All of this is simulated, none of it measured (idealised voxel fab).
Documented hereafter: the process module known as voxel transistor to metal.
Square cell edge 5 nm, section width 160 nm, ID cut.
If you're reading a cross-section in this doc, picture square cells in a grid; it comes to you as bands, top ones listed first down to the bottom, and a band can be one or more rows of cells. In this notation a band is specified by the heights of its top and bottom, in that order and in nm, after which its materials appear from left to right, each paired with its width in nm. The word "throughout" attached to a single material means that material fills the band from edge to edge; the word "empty" stands for empty space. Below 0: as-received wafer, all one material; heights counted from there. Lowest band: no bottom, goes on down, written "top 0, no bottom". A width such as "30->40" changes by the same amount from each row of cells to the next, from the band's top row to its bottom row. Any step labelled "no alteration" changed none of the cells in the cross-section. Enclosed voids (no open way to top), threshold 8 cells or more, entry "Closed internal cavities", notation width x height at distance, distance from left edge, nm. If you see something after the settings on a step's line, that's the simulator's own remark about that step. "overlay nm" answers the question of how far to the right of plan the mask lay on a step that has a mask, and when it is negative the answer is to the left. Reading key. Pairs: pre-step and post-step cross-section, one process step apart; post-step view only to lowest changed band. Step between + settings: beneath pair. Runs: pairs may be from different runs of this module, same starting wafer. Continuation from pair above: only where "Pre-processing view" entry says.

# Pre-processing view
  top 35, bottom 25 | SiO2=25, then empty=20, then SiO2=65, then empty=20, then SiO2=30
  top 25, bottom 0 | SiO2=25, then empty=20, then SiO2=5, then SiN=10, then TiN=5, then W=25, then TiN=5, then SiN=10, then SiO2=5, then empty=20, then SiO2=30
  top 0, bottom -5 | SiO2=10, then pSi=40, then SiO2=10, then TiN=35, then SiO2=10, then pSi=40, then SiO2=15
  top -5, bottom -25 | SiO2=15, then Si=125, then SiO2=20
  top -25, no bottom | Si throughout
  Closed internal cavities: none

# As Processed
  top 40, bottom 35 | TiN=30, then empty=10, then TiN=75, then empty=10, then TiN=35
  top 35, bottom 25 | SiO2=25, then TiN=5, then empty=10, then TiN=5, then SiO2=65, then TiN=5, then empty=10, then TiN=5, then SiO2=30
  top 25, bottom 5 | SiO2=25, then TiN=5, then empty=10, then TiN=5, then SiO2=5, then SiN=10, then TiN=5, then W=25, then TiN=5, then SiN=10, then SiO2=5, then TiN=5, then empty=10, then TiN=5, then SiO2=30
  top 5, bottom 0 | SiO2=25, then TiN=20, then SiO2=5, then SiN=10, then TiN=5, then W=25, then TiN=5, then SiN=10, then SiO2=5, then TiN=20, then SiO2=30
  Under the height 0 nothing was changed.
  Closed internal cavities: none
The structure goes from the before cross-section above to the after cross-section through op CONFORMAL_DEP | material TiN | thk nm 5

Pre-processing view: see the after view in the pair directly above.

# As Processed
  top 45, bottom 40 | Ru throughout
  top 40, bottom 35 | TiN=30, then Ru=10, then TiN=75, then Ru=10, then TiN=35
  top 35, bottom 25 | SiO2=25, then TiN=5, then Ru=10, then TiN=5, then SiO2=65, then TiN=5, then Ru=10, then TiN=5, then SiO2=30
  top 25, bottom 5 | SiO2=25, then TiN=5, then Ru=10, then TiN=5, then SiO2=5, then SiN=10, then TiN=5, then W=25, then TiN=5, then SiN=10, then SiO2=5, then TiN=5, then Ru=10, then TiN=5, then SiO2=30
  Under the height 5 nothing was changed.
  Closed internal cavities: none
The structure goes from the before cross-section above to the after cross-section through op FILL_DEP | material Ru | thk nm 5

Pre-processing view: see the after view in the pair directly above.

# As Processed
  top 35, bottom 25 | SiO2=25, then TiN=5, then Ru=10, then TiN=5, then SiO2=65, then TiN=5, then Ru=10, then TiN=5, then SiO2=30
  Under the height 25 nothing was changed.
  Closed internal cavities: none
The structure goes from the before cross-section above to the after cross-section through op CMP | height nm 35

Pre-processing view: see the after view in the pair directly above.

# As Processed
  top 40, bottom 35 | TiN throughout
  Under the height 35 nothing was changed.
  Closed internal cavities: none
The structure goes from the before cross-section above to the after cross-section through op DIRECTIONAL_DEP | material TiN | thk nm 5

Pre-processing view: see the after view in the pair directly above.

# As Processed
  top 65, bottom 40 | W throughout
  Under the height 40 nothing was changed.
  Closed internal cavities: none
The structure goes from the before cross-section above to the after cross-section through op DIRECTIONAL_DEP | material W | thk nm 25

Pre-processing view: see the after view in the pair directly above.

# As Processed
  top 65, bottom 40 | empty=25, then W=20, then empty=65, then W=20, then empty=30
  Under the height 40 nothing was changed.
  Closed internal cavities: none
The structure goes from the before cross-section above to the after cross-section through op MASKED_ETCH | tone cover | mask id METAL_1 | width nm 20 | pitch nm 85 | etch materials W | depth nm 25 | overlay nm 0

Pre-processing view: see the after view in the pair directly above.

# As Processed
  top 65, bottom 40 | empty=25, then W=20, then empty=65, then W=20, then empty=30
  top 40, bottom 35 | empty=25, then TiN=20, then empty=65, then TiN=20, then empty=30
  Under the height 35 nothing was changed.
  Closed internal cavities: none
The structure goes from the before cross-section above to the after cross-section through op MASKED_ETCH | tone cover | mask id METAL_1 | width nm 20 | pitch nm 85 | etch materials TiN | depth nm 5 | overlay nm 0

Pre-processing view: see the after view in the pair directly above.

# As Processed
  top 70, bottom 65 | empty=20, then SiCN=30, then empty=55, then SiCN=30, then empty=25
  top 65, bottom 40 | empty=20, then SiCN=5, then W=20, then SiCN=5, then empty=55, then SiCN=5, then W=20, then SiCN=5, then empty=25
  top 40, bottom 35 | SiCN=25, then TiN=20, then SiCN=65, then TiN=20, then SiCN=30
  Under the height 35 nothing was changed.
  Closed internal cavities: none
The structure goes from the before cross-section above to the after cross-section through op CONFORMAL_DEP | material SiCN | thk nm 5

Pre-processing view: see the after view in the pair directly above.

# As Processed
  top 80, bottom 70 | lowk throughout
  top 70, bottom 65 | lowk=20, then SiCN=30, then lowk=55, then SiCN=30, then lowk=25
  top 65, bottom 40 | lowk=20, then SiCN=5, then W=20, then SiCN=5, then lowk=55, then SiCN=5, then W=20, then SiCN=5, then lowk=25
  Under the height 40 nothing was changed.
  Closed internal cavities: none
The structure goes from the before cross-section above to the after cross-section through op FILL_DEP | material lowk | thk nm 10

Pre-processing view: see the after view in the pair directly above.

# As Processed
  top 65, bottom 40 | lowk=20, then SiCN=5, then W=20, then SiCN=5, then lowk=55, then SiCN=5, then W=20, then SiCN=5, then lowk=25
  Under the height 40 nothing was changed.
  Closed internal cavities: none
The structure goes from the before cross-section above to the after cross-section through op CMP | height nm 65

Pre-processing view: see the after view in the pair directly above.

# As Processed
  top 70, bottom 65 | SiCN throughout
  Under the height 65 nothing was changed.
  Closed internal cavities: none
The structure goes from the before cross-section above to the after cross-section through op CONFORMAL_DEP | material SiCN | thk nm 5

Pre-processing view: see the after view in the pair directly above.

# As Processed
  top 95, bottom 70 | SiO2 throughout
  Under the height 70 nothing was changed.
  Closed internal cavities: none
The structure goes from the before cross-section above to the after cross-section through op DIRECTIONAL_DEP | material SiO2 | thk nm 25

Pre-processing view: see the after view in the pair directly above.

# As Processed
  top 95, bottom 80 | SiO2=25, then empty=20, then SiO2=65, then empty=20, then SiO2=30
  Under the height 80 nothing was changed.
  Closed internal cavities: none
The structure goes from the before cross-section above to the after cross-section through op MASKED_ETCH | tone open | mask id METAL_2 | width nm 20 | pitch nm 85 | etch materials SiO2 | depth nm 15 | overlay nm 0

Pre-processing view: see the after view in the pair directly above.

# As Processed
  top 110, bottom 95 | aC=25, then empty=20, then aC=65, then empty=20, then aC=30
  top 95, bottom 80 | SiO2=25, then aC=20, then SiO2=65, then aC=20, then SiO2=30
  Under the height 80 nothing was changed.
  Closed internal cavities: none
The structure goes from the before cross-section above to the after cross-section through op DIRECTIONAL_DEP | material aC | thk nm 15

Pre-processing view: see the after view in the pair directly above.

# As Processed
  top 140, bottom 110 | resist=25, then empty=15, then resist=70, then empty=15, then resist=35
  top 110, bottom 95 | aC=25, then empty=15, then resist=5, then aC=65, then empty=15, then resist=5, then aC=30
  Under the height 95 nothing was changed.
  Closed internal cavities: none
The structure goes from the before cross-section above to the after cross-section through op PATTERN | tone open | mask id METAL_2_HOLES | material resist | width nm 15 | pitch nm 85 | thk nm 30 | overlay nm 0

Pre-processing view: see the after view in the pair directly above.

# As Processed
  top 125, bottom 110 | resist=25, then empty=15, then resist=70, then empty=15, then resist=35
  top 110, bottom 95 | aC=25, then empty=15, then resist=5, then aC=65, then empty=15, then resist=5, then aC=30
  top 95, bottom 80 | SiO2=25, then empty=15, then aC=5, then SiO2=65, then empty=15, then aC=5, then SiO2=30
  Under the height 80 nothing was changed.
  Closed internal cavities: none
The structure goes from the before cross-section above to the after cross-section through op DIRECTIONAL_ETCH | etch materials aC | depth nm 15

Pre-processing view: see the after view in the pair directly above.

# As Processed
  top 110, bottom 95 | aC=25, then empty=20, then aC=65, then empty=20, then aC=30
  Under the height 95 nothing was changed.
  Closed internal cavities: none
The structure goes from the before cross-section above to the after cross-section through op STRIP | etch materials resist

Pre-processing view: see the after view in the pair directly above.

# As Processed
  top 110, bottom 95 | aC=25, then empty=20, then aC=65, then empty=20, then aC=30
  top 95, bottom 80 | SiO2=25, then empty=15, then aC=5, then SiO2=65, then empty=15, then aC=5, then SiO2=30
  top 80, bottom 70 | SiO2=25, then empty=15, then SiO2=70, then empty=15, then SiO2=35
  Under the height 70 nothing was changed.
  Closed internal cavities: none
The structure goes from the before cross-section above to the after cross-section through op DIRECTIONAL_ETCH | etch materials SiO2 | depth nm 10

Pre-processing view: see the after view in the pair directly above.

# As Processed
  top 110, bottom 95 | aC=25, then empty=20, then aC=65, then empty=20, then aC=30
  top 95, bottom 80 | SiO2=25, then empty=15, then aC=5, then SiO2=65, then empty=15, then aC=5, then SiO2=30
  top 80, bottom 70 | SiO2=25, then empty=15, then SiO2=70, then empty=15, then SiO2=35
  top 70, bottom 65 | SiCN=25, then empty=15, then SiCN=70, then empty=15, then SiCN=35
  Under the height 65 nothing was changed.
  Closed internal cavities: none
The structure goes from the before cross-section above to the after cross-section through op DIRECTIONAL_ETCH | etch materials SiCN | depth nm 5

Pre-processing view: see the after view in the pair directly above.

# As Processed
  top 95, bottom 80 | SiO2=25, then empty=20, then SiO2=65, then empty=20, then SiO2=30
  Under the height 80 nothing was changed.
  Closed internal cavities: none
The structure goes from the before cross-section above to the after cross-section through op STRIP | etch materials aC

Pre-processing view: see the after view in the pair directly above.

# As Processed
  top 100, bottom 95 | TiN=30, then empty=10, then TiN=75, then empty=10, then TiN=35
  top 95, bottom 85 | SiO2=25, then TiN=5, then empty=10, then TiN=5, then SiO2=65, then TiN=5, then empty=10, then TiN=5, then SiO2=30
  top 85, bottom 80 | SiO2=25, then TiN=5, then empty=5, then TiN=10, then SiO2=65, then TiN=5, then empty=5, then TiN=10, then SiO2=30
  top 80, bottom 70 | SiO2=25, then TiN=5, then empty=5, then TiN=5, then SiO2=70, then TiN=5, then empty=5, then TiN=5, then SiO2=35
  top 70, bottom 65 | SiCN=25, then TiN=15, then SiCN=70, then TiN=15, then SiCN=35
  Under the height 65 nothing was changed.
  Closed internal cavities: none
The structure goes from the before cross-section above to the after cross-section through op CONFORMAL_DEP | material TiN | thk nm 5

Pre-processing view: see the after view in the pair directly above.

# As Processed
  top 105, bottom 100 | Cu throughout
  top 100, bottom 95 | TiN=30, then Cu=10, then TiN=75, then Cu=10, then TiN=35
  top 95, bottom 85 | SiO2=25, then TiN=5, then Cu=10, then TiN=5, then SiO2=65, then TiN=5, then Cu=10, then TiN=5, then SiO2=30
  top 85, bottom 80 | SiO2=25, then TiN=5, then Cu=5, then TiN=10, then SiO2=65, then TiN=5, then Cu=5, then TiN=10, then SiO2=30
  top 80, bottom 70 | SiO2=25, then TiN=5, then Cu=5, then TiN=5, then SiO2=70, then TiN=5, then Cu=5, then TiN=5, then SiO2=35
  Under the height 70 nothing was changed.
  Closed internal cavities: none
The structure goes from the before cross-section above to the after cross-section through op FILL_DEP | material Cu | thk nm 5

Pre-processing view: see the after view in the pair directly above.

# As Processed
  top 95, bottom 85 | SiO2=25, then TiN=5, then Cu=10, then TiN=5, then SiO2=65, then TiN=5, then Cu=10, then TiN=5, then SiO2=30
  Under the height 85 nothing was changed.
  Closed internal cavities: none
The structure goes from the before cross-section above to the after cross-section through op CMP | height nm 95

Pre-processing view: see the after view in the pair directly above.

# As Processed
  top 100, bottom 95 | SiCN throughout
  Under the height 95 nothing was changed.
  Closed internal cavities: none
The structure goes from the before cross-section above to the after cross-section through op CONFORMAL_DEP | material SiCN | thk nm 5

# Pre-processing view
  top 20, bottom 5 | empty=15, then SiN=125, then empty=20
  top 5, bottom 0 | empty=15, then SiO2=125, then empty=20
  top 0, bottom -25 | empty=15, then Si=125, then empty=20
  top -25, no bottom | Si throughout
  Closed internal cavities: none

# As Processed
  top 20, bottom 5 | empty=15, then SiN=125, then empty=20
  top 5, bottom 0 | empty=15, then SiO2=125, then empty=20
  top 0, bottom -50 | empty=15, then Si=125, then empty=20
  Under the height -50 nothing was changed.
  Closed internal cavities: none
The structure goes from the before cross-section above to the after cross-section through op MASKED_ETCH | tone cover | mask id ACTIVE | width nm 125 | etch materials Si | depth nm 25 | overlay nm 0

Pre-processing view: see the after view in the pair directly above.

# As Processed
  top 35, bottom 20 | SiO2 throughout
  top 20, bottom 5 | SiO2=15, then SiN=125, then SiO2=20
  top 5, bottom 0 | SiO2 throughout
  top 0, bottom -50 | SiO2=15, then Si=125, then SiO2=20
  Under the height -50 nothing was changed.
  Closed internal cavities: none
The structure goes from the before cross-section above to the after cross-section through op FILL_DEP | material SiO2 | thk nm 15

Pre-processing view: see the after view in the pair directly above.

# As Processed
  top 20, bottom 5 | SiO2=15, then SiN=125, then SiO2=20
  Under the height 5 nothing was changed.
  Closed internal cavities: none
The structure goes from the before cross-section above to the after cross-section through op CMP | height nm 20

Pre-processing view: see the after view in the pair directly above.

# As Processed
  top 20, bottom 5 | empty=15, then SiN=125, then empty=20
  Under the height 5 nothing was changed.
  Closed internal cavities: none
The structure goes from the before cross-section above to the after cross-section through op SELECTIVE_ETCH | etch materials SiO2 | depth nm 15

Pre-processing view: see the after view in the pair directly above.

# As Processed
  top 5, bottom 0 | SiO2 throughout
  Under the height 0 nothing was changed.
  Closed internal cavities: none
The structure goes from the before cross-section above to the after cross-section through op STRIP | etch materials SiN

Pre-processing view: see the after view in the pair directly above.

# As Processed
  top 0, bottom -50 | SiO2=15, then Si=125, then SiO2=20
  Under the height -50 nothing was changed.
  Closed internal cavities: none
The structure goes from the before cross-section above to the after cross-section through op SELECTIVE_ETCH | etch materials SiO2 | depth nm 5

Pre-processing view: see the after view in the pair directly above.

# As Processed
  top 0, bottom -5 | SiO2 throughout
  Under the height -5 nothing was changed.
  Closed internal cavities: none
The structure goes from the before cross-section above to the after cross-section through op OXIDIZE | depth nm 5

Pre-processing view: see the after view in the pair directly above.

# As Processed
  top 30, bottom 0 | polySi throughout
  Under the height 0 nothing was changed.
  Closed internal cavities: none
The structure goes from the before cross-section above to the after cross-section through op DIRECTIONAL_DEP | material polySi | thk nm 30

Pre-processing view: see the after view in the pair directly above.

# As Processed
  top 40, bottom 30 | SiCN throughout
  Under the height 30 nothing was changed.
  Closed internal cavities: none
The structure goes from the before cross-section above to the after cross-section through op DIRECTIONAL_DEP | material SiCN | thk nm 10

Pre-processing view: see the after view in the pair directly above.

# As Processed
  top 50, bottom 40 | aC throughout
  Under the height 40 nothing was changed.
  Closed internal cavities: none
The structure goes from the before cross-section above to the after cross-section through op DIRECTIONAL_DEP | material aC | thk nm 10

Pre-processing view: see the after view in the pair directly above.

# As Processed
  top 75, bottom 50 | empty=65, then resist=25, then empty=70
  Under the height 50 nothing was changed.
  Closed internal cavities: none
The structure goes from the before cross-section above to the after cross-section through op PATTERN | tone cover | mask id GATE | material resist | width nm 25 | thk nm 25 | overlay nm 0

Pre-processing view: see the after view in the pair directly above.

# As Processed
  top 65, bottom 50 | empty=65, then resist=25, then empty=70
  top 50, bottom 40 | empty=65, then aC=25, then empty=70
  Under the height 40 nothing was changed.
  Closed internal cavities: none
The structure goes from the before cross-section above to the after cross-section through op DIRECTIONAL_ETCH | etch materials aC | depth nm 10

Pre-processing view: see the after view in the pair directly above.

# As Processed
  top 50, bottom 40 | empty=65, then aC=25, then empty=70
  Under the height 40 nothing was changed.
  Closed internal cavities: none
The structure goes from the before cross-section above to the after cross-section through op STRIP | etch materials resist

Pre-processing view: see the after view in the pair directly above.

# As Processed
  top 50, bottom 40 | empty=65, then aC=25, then empty=70
  top 40, bottom 30 | empty=65, then SiCN=25, then empty=70
  Under the height 30 nothing was changed.
  Closed internal cavities: none
The structure goes from the before cross-section above to the after cross-section through op DIRECTIONAL_ETCH | etch materials SiCN | depth nm 20

Pre-processing view: see the after view in the pair directly above.

# As Processed
  top 50, bottom 40 | empty=65, then aC=25, then empty=70
  top 40, bottom 30 | empty=65, then SiCN=25, then empty=70
  top 30, bottom 0 | empty=65, then polySi=25, then empty=70
  Under the height 0 nothing was changed.
  Closed internal cavities: none
The structure goes from the before cross-section above to the after cross-section through op DIRECTIONAL_ETCH | etch materials polySi | depth nm 40

Pre-processing view: see the after view in the pair directly above.

# As Processed
  top 40, bottom 30 | empty=65, then SiCN=25, then empty=70
  Under the height 30 nothing was changed.
  Closed internal cavities: none
The structure goes from the before cross-section above to the after cross-section through op STRIP | etch materials aC

Pre-processing view: see the after view in the pair directly above.

# As Processed
  top 45, bottom 40 | empty=60, then SiO2=35, then empty=65
  top 40, bottom 30 | empty=60, then SiO2=5, then SiCN=25, then SiO2=5, then empty=65
  top 30, bottom 5 | empty=60, then SiO2=5, then polySi=25, then SiO2=5, then empty=65
  top 5, bottom 0 | SiO2=65, then polySi=25, then SiO2=70
  Under the height 0 nothing was changed.
  Closed internal cavities: none
The structure goes from the before cross-section above to the after cross-section through op CONFORMAL_DEP | material SiO2 | thk nm 5

Pre-processing view: see the after view in the pair directly above.

# As Processed
  top 40, bottom 30 | empty=60, then SiO2=5, then SiCN=25, then SiO2=5, then empty=65
  top 30, bottom 0 | empty=60, then SiO2=5, then polySi=25, then SiO2=5, then empty=65
  Under the height 0 nothing was changed.
  Closed internal cavities: none
The structure goes from the before cross-section above to the after cross-section through op DIRECTIONAL_ETCH | etch materials SiO2 | depth nm 5

Pre-processing view: see the after view in the pair directly above.

# As Processed
  top 50, bottom 40 | empty=50, then SiN=55, then empty=55
  top 40, bottom 30 | empty=50, then SiN=10, then SiO2=5, then SiCN=25, then SiO2=5, then SiN=10, then empty=55
  top 30, bottom 10 | empty=50, then SiN=10, then SiO2=5, then polySi=25, then SiO2=5, then SiN=10, then empty=55
  top 10, bottom 0 | SiN=60, then SiO2=5, then polySi=25, then SiO2=5, then SiN=65
  Under the height 0 nothing was changed.
  Closed internal cavities: none
The structure goes from the before cross-section above to the after cross-section through op CONFORMAL_DEP | material SiN | thk nm 10

Pre-processing view: see the after view in the pair directly above.

# As Processed
  top 40, bottom 30 | empty=50, then SiN=10, then SiO2=5, then SiCN=25, then SiO2=5, then SiN=10, then empty=55
  top 30, bottom 0 | empty=50, then SiN=10, then SiO2=5, then polySi=25, then SiO2=5, then SiN=10, then empty=55
  Under the height 0 nothing was changed.
  Closed internal cavities: none
The structure goes from the before cross-section above to the after cross-section through op DIRECTIONAL_ETCH | etch materials SiN | depth nm 10

Pre-processing view: see the after view in the pair directly above.

# As Processed
  top 40, bottom 35 | empty=50, then SiN=10, then empty=5, then SiCN=25, then empty=5, then SiN=10, then empty=55
  top 35, bottom 30 | empty=50, then SiN=10, then SiO2=5, then SiCN=25, then SiO2=5, then SiN=10, then empty=55
  top 30, bottom 0 | empty=50, then SiN=10, then SiO2=5, then polySi=25, then SiO2=5, then SiN=10, then empty=55
  top 0, bottom -5 | empty=50, then SiO2=55, then empty=55
  Under the height -5 nothing was changed.
  Closed internal cavities: none
The structure goes from the before cross-section above to the after cross-section through op DIRECTIONAL_ETCH | etch materials SiO2 | depth nm 5

Pre-processing view: see the after view in the pair directly above.

# As Processed
  top 40, bottom 35 | empty=50, then SiN=10, then empty=5, then SiCN=25, then empty=5, then SiN=10, then empty=55
  top 35, bottom 30 | empty=50, then SiN=10, then SiO2=5, then SiCN=25, then SiO2=5, then SiN=10, then empty=55
  top 30, bottom 0 | empty=50, then SiN=10, then SiO2=5, then polySi=25, then SiO2=5, then SiN=10, then empty=55
  top 0, bottom -5 | empty=10, then pSi=40, then SiO2=55, then pSi=40, then empty=15
  Under the height -5 nothing was changed.
  Closed internal cavities: none
The structure goes from the before cross-section above to the after cross-section through op EPI | material pSi | thk nm 5

Pre-processing view: see the after view in the pair directly above.

# As Processed
  top 50, bottom 40 | SiO2 throughout
  top 40, bottom 30 | SiO2=50, then SiN=10, then SiO2=5, then SiCN=25, then SiO2=5, then SiN=10, then SiO2=55
  top 30, bottom 0 | SiO2=50, then SiN=10, then SiO2=5, then polySi=25, then SiO2=5, then SiN=10, then SiO2=55
  top 0, bottom -5 | SiO2=10, then pSi=40, then SiO2=55, then pSi=40, then SiO2=15
  Under the height -5 nothing was changed.
  Closed internal cavities: none
The structure goes from the before cross-section above to the after cross-section through op FILL_DEP | material SiO2 | thk nm 10

Pre-processing view: see the after view in the pair directly above.

# As Processed
  top 30, bottom 0 | SiO2=50, then SiN=10, then SiO2=5, then polySi=25, then SiO2=5, then SiN=10, then SiO2=55
  Under the height 0 nothing was changed.
  Closed internal cavities: none
The structure goes from the before cross-section above to the after cross-section through op CMP | height nm 30

Pre-processing view: see the after view in the pair directly above.

# As Processed
  top 30, bottom 0 | SiO2=50, then SiN=10, then SiO2=5, then empty=25, then SiO2=5, then SiN=10, then SiO2=55
  Under the height 0 nothing was changed.
  Closed internal cavities: none
The structure goes from the before cross-section above to the after cross-section through op STRIP | etch materials polySi

Pre-processing view: see the after view in the pair directly above.

# As Processed
  top 30, bottom 25 | empty=50, then SiN=10, then empty=35, then SiN=10, then empty=55
  top 25, bottom 0 | SiO2=50, then SiN=10, then empty=35, then SiN=10, then SiO2=55
  top 0, bottom -5 | SiO2=10, then pSi=40, then SiO2=10, then empty=35, then SiO2=10, then pSi=40, then SiO2=15
  Under the height -5 nothing was changed.
  Closed internal cavities: none
The structure goes from the before cross-section above to the after cross-section through op SELECTIVE_ETCH | etch materials SiO2 | depth nm 5

Pre-processing view: see the after view in the pair directly above.

# As Processed
  top 35, bottom 30 | empty=45, then HfO2=20, then empty=25, then HfO2=20, then empty=50
  top 30, bottom 25 | HfO2=50, then SiN=10, then HfO2=5, then empty=25, then HfO2=5, then SiN=10, then HfO2=55
  top 25, bottom 0 | SiO2=50, then SiN=10, then HfO2=5, then empty=25, then HfO2=5, then SiN=10, then SiO2=55
  top 0, bottom -5 | SiO2=10, then pSi=40, then SiO2=10, then HfO2=35, then SiO2=10, then pSi=40, then SiO2=15
  Under the height -5 nothing was changed.
  Closed internal cavities: none
The structure goes from the before cross-section above to the after cross-section through op CONFORMAL_DEP | material HfO2 | thk nm 5

Pre-processing view: see the after view in the pair directly above.

# As Processed
  top 40, bottom 35 | empty=40, then TiN=30, then empty=15, then TiN=30, then empty=45
  top 35, bottom 30 | TiN=45, then HfO2=20, then TiN=5, then empty=15, then TiN=5, then HfO2=20, then TiN=50
  top 30, bottom 25 | HfO2=50, then SiN=10, then HfO2=5, then TiN=5, then empty=15, then TiN=5, then HfO2=5, then SiN=10, then HfO2=55
  top 25, bottom 5 | SiO2=50, then SiN=10, then HfO2=5, then TiN=5, then empty=15, then TiN=5, then HfO2=5, then SiN=10, then SiO2=55
  top 5, bottom 0 | SiO2=50, then SiN=10, then HfO2=5, then TiN=25, then HfO2=5, then SiN=10, then SiO2=55
  Under the height 0 nothing was changed.
  Closed internal cavities: none
The structure goes from the before cross-section above to the after cross-section through op CONFORMAL_DEP | material TiN | thk nm 5

Pre-processing view: see the after view in the pair directly above.

# As Processed
  top 45, bottom 40 | W throughout
  top 40, bottom 35 | W=40, then TiN=30, then W=15, then TiN=30, then W=45
  top 35, bottom 30 | TiN=45, then HfO2=20, then TiN=5, then W=15, then TiN=5, then HfO2=20, then TiN=50
  top 30, bottom 25 | HfO2=50, then SiN=10, then HfO2=5, then TiN=5, then W=15, then TiN=5, then HfO2=5, then SiN=10, then HfO2=55
  top 25, bottom 5 | SiO2=50, then SiN=10, then HfO2=5, then TiN=5, then W=15, then TiN=5, then HfO2=5, then SiN=10, then SiO2=55
  Under the height 5 nothing was changed.
  Closed internal cavities: none
The structure goes from the before cross-section above to the after cross-section through op FILL_DEP | material W | thk nm 5

Pre-processing view: see the after view in the pair directly above.

# As Processed
  top 25, bottom 5 | SiO2=50, then SiN=10, then HfO2=5, then TiN=5, then W=15, then TiN=5, then HfO2=5, then SiN=10, then SiO2=55
  Under the height 5 nothing was changed.
  Closed internal cavities: none
The structure goes from the before cross-section above to the after cross-section through op CMP | height nm 25

Pre-processing view: see the after view in the pair directly above.

# As Processed
  top 35, bottom 25 | SiO2 throughout
  Under the height 25 nothing was changed.
  Closed internal cavities: none
The structure goes from the before cross-section above to the after cross-section through op DIRECTIONAL_DEP | material SiO2 | thk nm 10

Pre-processing view: see the after view in the pair directly above.

# As Processed
  top 55, bottom 35 | resist=25, then empty=20, then resist=65, then empty=20, then resist=30
  Under the height 35 nothing was changed.
  Closed internal cavities: none
The structure goes from the before cross-section above to the after cross-section through op PATTERN | tone open | mask id CONTACT | material resist | width nm 20 | pitch nm 85 | thk nm 20 | overlay nm 0

Pre-processing view: see the after view in the pair directly above.

# As Processed
  top 55, bottom 35 | resist=25, then empty=20, then resist=65, then empty=20, then resist=30
  top 35, bottom 25 | SiO2=25, then empty=20, then SiO2=65, then empty=20, then SiO2=30
  top 25, bottom 5 | SiO2=25, then empty=20, then SiO2=5, then SiN=10, then HfO2=5, then TiN=5, then W=15, then TiN=5, then HfO2=5, then SiN=10, then SiO2=5, then empty=20, then SiO2=30
  top 5, bottom 0 | SiO2=25, then empty=20, then SiO2=5, then SiN=10, then HfO2=5, then TiN=25, then HfO2=5, then SiN=10, then SiO2=5, then empty=20, then SiO2=30
  Under the height 0 nothing was changed.
  Closed internal cavities: none
The structure goes from the before cross-section above to the after cross-section through op DIRECTIONAL_ETCH | etch materials SiO2 | depth nm 35

Pre-processing view: see the after view in the pair directly above.

# As Processed
  top 35, bottom 25 | SiO2=25, then empty=20, then SiO2=65, then empty=20, then SiO2=30
  Under the height 25 nothing was changed.
  Closed internal cavities: none
The structure goes from the before cross-section above to the after cross-section through op STRIP | etch materials resist

Pre-processing view: see the after view in the pair directly above.

# As Processed
  top 40, bottom 35 | TiN=30, then empty=10, then TiN=75, then empty=10, then TiN=35
  top 35, bottom 25 | SiO2=25, then TiN=5, then empty=10, then TiN=5, then SiO2=65, then TiN=5, then empty=10, then TiN=5, then SiO2=30
  top 25, bottom 5 | SiO2=25, then TiN=5, then empty=10, then TiN=5, then SiO2=5, then SiN=10, then HfO2=5, then TiN=5, then W=15, then TiN=5, then HfO2=5, then SiN=10, then SiO2=5, then TiN=5, then empty=10, then TiN=5, then SiO2=30
  top 5, bottom 0 | SiO2=25, then TiN=20, then SiO2=5, then SiN=10, then HfO2=5, then TiN=25, then HfO2=5, then SiN=10, then SiO2=5, then TiN=20, then SiO2=30
  Under the height 0 nothing was changed.
  Closed internal cavities: none
The structure goes from the before cross-section above to the after cross-section through op CONFORMAL_DEP | material TiN | thk nm 5

Pre-processing view: see the after view in the pair directly above.

# As Processed
  top 45, bottom 40 | Ru throughout
  top 40, bottom 35 | TiN=30, then Ru=10, then TiN=75, then Ru=10, then TiN=35
  top 35, bottom 25 | SiO2=25, then TiN=5, then Ru=10, then TiN=5, then SiO2=65, then TiN=5, then Ru=10, then TiN=5, then SiO2=30
  top 25, bottom 5 | SiO2=25, then TiN=5, then Ru=10, then TiN=5, then SiO2=5, then SiN=10, then HfO2=5, then TiN=5, then W=15, then TiN=5, then HfO2=5, then SiN=10, then SiO2=5, then TiN=5, then Ru=10, then TiN=5, then SiO2=30
  Under the height 5 nothing was changed.
  Closed internal cavities: none
The structure goes from the before cross-section above to the after cross-section through op FILL_DEP | material Ru | thk nm 5

Pre-processing view: see the after view in the pair directly above.

# As Processed
  top 35, bottom 25 | SiO2=25, then TiN=5, then Ru=10, then TiN=5, then SiO2=65, then TiN=5, then Ru=10, then TiN=5, then SiO2=30
  Under the height 25 nothing was changed.
  Closed internal cavities: none
The structure goes from the before cross-section above to the after cross-section through op CMP | height nm 35

Pre-processing view: see the after view in the pair directly above.

# As Processed
  top 40, bottom 35 | TiN throughout
  Under the height 35 nothing was changed.
  Closed internal cavities: none
The structure goes from the before cross-section above to the after cross-section through op DIRECTIONAL_DEP | material TiN | thk nm 5

Pre-processing view: see the after view in the pair directly above.

# As Processed
  top 65, bottom 40 | W throughout
  Under the height 40 nothing was changed.
  Closed internal cavities: none
The structure goes from the before cross-section above to the after cross-section through op DIRECTIONAL_DEP | material W | thk nm 25

Pre-processing view: see the after view in the pair directly above.

# As Processed
  top 65, bottom 40 | empty=25, then W=20, then empty=65, then W=20, then empty=30
  Under the height 40 nothing was changed.
  Closed internal cavities: none
The structure goes from the before cross-section above to the after cross-section through op MASKED_ETCH | tone cover | mask id METAL_1 | width nm 20 | pitch nm 85 | etch materials W | depth nm 25 | overlay nm 0

Pre-processing view: see the after view in the pair directly above.

# As Processed
  top 65, bottom 40 | empty=25, then W=20, then empty=65, then W=20, then empty=30
  top 40, bottom 35 | empty=25, then TiN=20, then empty=65, then TiN=20, then empty=30
  Under the height 35 nothing was changed.
  Closed internal cavities: none
The structure goes from the before cross-section above to the after cross-section through op MASKED_ETCH | tone cover | mask id METAL_1 | width nm 20 | pitch nm 85 | etch materials TiN | depth nm 5 | overlay nm 0

Pre-processing view: see the after view in the pair directly above.

# As Processed
  top 70, bottom 65 | empty=20, then SiCN=30, then empty=55, then SiCN=30, then empty=25
  top 65, bottom 40 | empty=20, then SiCN=5, then W=20, then SiCN=5, then empty=55, then SiCN=5, then W=20, then SiCN=5, then empty=25
  top 40, bottom 35 | SiCN=25, then TiN=20, then SiCN=65, then TiN=20, then SiCN=30
  Under the height 35 nothing was changed.
  Closed internal cavities: none
The structure goes from the before cross-section above to the after cross-section through op CONFORMAL_DEP | material SiCN | thk nm 5
